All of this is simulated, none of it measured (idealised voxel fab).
Proc. module: voxel self aligned contacts
The width of the displayed cross-section, cut, is 170 nm; its cells are square, with a size of 5 nm.
Cross-section = grid of square cells, listed top down in bands; band = one or more rows. The entry gives the band's vertical extent as a top height and a bottom height in nm, then its horizontal make-up as materials from left to right, each with a width in nm. "blank" stands for empty space; a single material marked "full width" fills the band edge to edge. For the purposes of this specification, 0 denotes the height below which the wafer in its as-received condition is composed wholly of one material, and the lowermost band, lacking a lower limit, extends downward without end, as expressed in "0..down". A width given as "30->40" starts at the first number in the band's top row and ends at the second number in its bottom row, shifting by an equal amount at every step from row to row. Take "nothing was modified" at face value: in the step it is given for, the cross-section changed in none of its cells. Listed in "Closed cavity list": every empty space of 8 or more cells without an open way to the top. Form: width x height at distance, the distance being from the left edge, all in nm. Whatever follows a step's settings on its line is a remark the simulator itself makes about that step. "overlay nm" on a masked step: distance the mask lay right of its planned place, negative for left.

### Listed below are the process steps as planned
1. RECEIVE [material Si]
2. OXIDIZE [depth nm 5]
3. DIRECTIONAL_DEP [material polySi] [thk nm 30]
4. DIRECTIONAL_DEP [material SiN] [thk nm 20]
5. DIRECTIONAL_DEP [material aC] [thk nm 15]
6. PATTERN [tone cover] [mask id GATE] [material resist] [width nm 35] [pitch nm 60] [thk nm 35] [overlay nm 0]
7. DIRECTIONAL_ETCH [etch materials aC] [depth nm 15]
8. STRIP [etch materials resist]
9. DIRECTIONAL_ETCH [etch materials SiN] [depth nm 20]
10. DIRECTIONAL_ETCH [etch materials polySi] [depth nm 30]
11. STRIP [etch materials aC]
12. CONFORMAL_DEP [material SiN] [thk nm 5]
13. DIRECTIONAL_ETCH [etch materials SiN] [depth nm 5]
14. FILL_DEP [material SiO2] [thk nm 10]
15. CMP [height nm 55]
16. MASKED_ETCH [tone open] [mask id CONTACT] [width nm 35] [etch materials SiO2] [depth nm 60] [overlay nm 0]
17. CONFORMAL_DEP [material TiN] [thk nm 5]
18. FILL_DEP [material W] [thk nm 10]
19. CMP [height nm 55]
20. CONFORMAL_DEP [material SiN] [thk nm 5]
It is noted that the wafers described herein are identical at the outset and are distinguished by the width nm of step 16; the value stated in the plan corresponds to the first wafer.

### Received wafers, first of several: cross-section after step 1
0..down: Si full width
Closed cavity list: none

### Below: a row per wafer. Contents at end of module: for every material, cells gained since receipt (+) or lost since receipt (-); then closed voids
width nm 35 | -34 Si | +130 SiN | +188 SiO2 | +29 TiN | +11 W | +84 polySi | Closed cavity list: none
width nm 40 | -34 Si | +130 SiN | +187 SiO2 | +30 TiN | +11 W | +84 polySi | Closed cavity list: none
width nm 45 | -34 Si | +130 SiN | +186 SiO2 | +31 TiN | +11 W | +84 polySi | Closed cavity list: none
width nm 50 | -34 Si | +130 SiN | +185 SiO2 | +32 TiN | +11 W | +84 polySi | Closed cavity list: none
width nm 55 | -34 Si | +130 SiN | +184 SiO2 | +33 TiN | +11 W | +84 polySi | Closed cavity list: none
width nm 60 | -34 Si | +130 SiN | +183 SiO2 | +34 TiN | +11 W | +84 polySi | Closed cavity list: none
